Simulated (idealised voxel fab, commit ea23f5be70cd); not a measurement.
Documented hereafter: the process module known as voxel quadruple lines.
290 nm wide, 5 nm square cells: that's cross-section cut.
Cross-section = grid of square cells, listed top down in bands; band = one or more rows. Heights first: top, then bottom, in nm. Then materials, left to right, each with a width in nm. "everywhere" on a single material: fills the band edge to edge. "blank": empty space. Convention: height 0 is the level below which the wafer, as received, is all one material. The lowest band does not terminate at the bottom but continues downward, represented as "0 down". Think of "30 to 40" as a width that walks from the first number to the second as you go down the band, top row to bottom row, taking equal-sized steps from row to row. Reading "no modifications" for a step: not a cell of the cross-section changed in it. Look at "Closed void catalog" for the closed voids: empty spaces with no open path to the top, sized 8 cells or up. Each is width x height at distance, distance from the left edge, all nm. On each step's line, the part that comes after the settings is the simulator's own comment on the step. What "overlay nm" on a step's line means: if the step has a mask, that mask lay this far to the right of its planned place, or, when the value is negative, to the left.
Here's what the planned process steps look like:
step 1: RECEIVE [material Si]
step 2: CONFORMAL_DEP [material Al2O3] [thk nm 10]
step 3: DIRECTIONAL_DEP [material Ru] [thk nm 10]
step 4: DIRECTIONAL_DEP [material polySi] [thk nm 20]
step 5: DIRECTIONAL_DEP [material aC] [thk nm 20]
step 6: PATTERN [tone cover] [mask id MANDREL] [material resist] [width nm 25] [thk nm 25] [overlay nm 0]
step 7: DIRECTIONAL_ETCH [etch materials aC] [depth nm 20]
step 8: STRIP [etch materials resist]
step 9: CONFORMAL_DEP [material SiO2] [thk nm 15]
step 10: DIRECTIONAL_ETCH [etch materials SiO2] [depth nm 15]
step 11: STRIP [etch materials aC]
step 12: DIRECTIONAL_ETCH [etch materials polySi] [depth nm 20]
step 13: STRIP [etch materials SiO2]
step 14: CONFORMAL_DEP [material SiN] [thk nm 5]
step 15: DIRECTIONAL_ETCH [etch materials SiN] [depth nm 5]
step 16: STRIP [etch materials polySi]
step 17: DIRECTIONAL_ETCH [etch materials Ru] [depth nm 10]
step 18: STRIP [etch materials SiN]
As-received wafer cross-section (after step 1):
> 0 down: Si everywhere
> Closed void catalog: none
Post-module cross-section of the first of two wafers (run per plan):
> 20 to 10: blank 110 nm, Ru 5 nm, blank 15 nm, Ru 5 nm, blank 15 nm, Ru 5 nm, blank 15 nm, Ru 5 nm, blank 115 nm
> 10 to 0: Al2O3 everywhere
> 0 down: Si everywhere
> Closed void catalog: none
Cross-section, second wafer: same start as the first, same plan as the first, one mistake in running it; taken at the end of the module:
> 20 to 10: blank 105 nm, Ru 5 nm, blank 15 nm, Ru 5 nm, blank 25 nm, Ru 5 nm, blank 15 nm, Ru 5 nm, blank 110 nm
> 10 to 0: Al2O3 everywhere
> 0 down: Si everywhere
> Closed void catalog: none
Heads up, the wafer didn't run the way we planned it: step 6 was not run as planned; what actually ran was PATTERN [tone cover] [mask id MANDREL] [material resist] [width nm 35] [thk nm 25] [overlay nm 0]
If you tally the cells, the second wafer ends up with the same amount of every material as the first; it's all just sitting in different places.
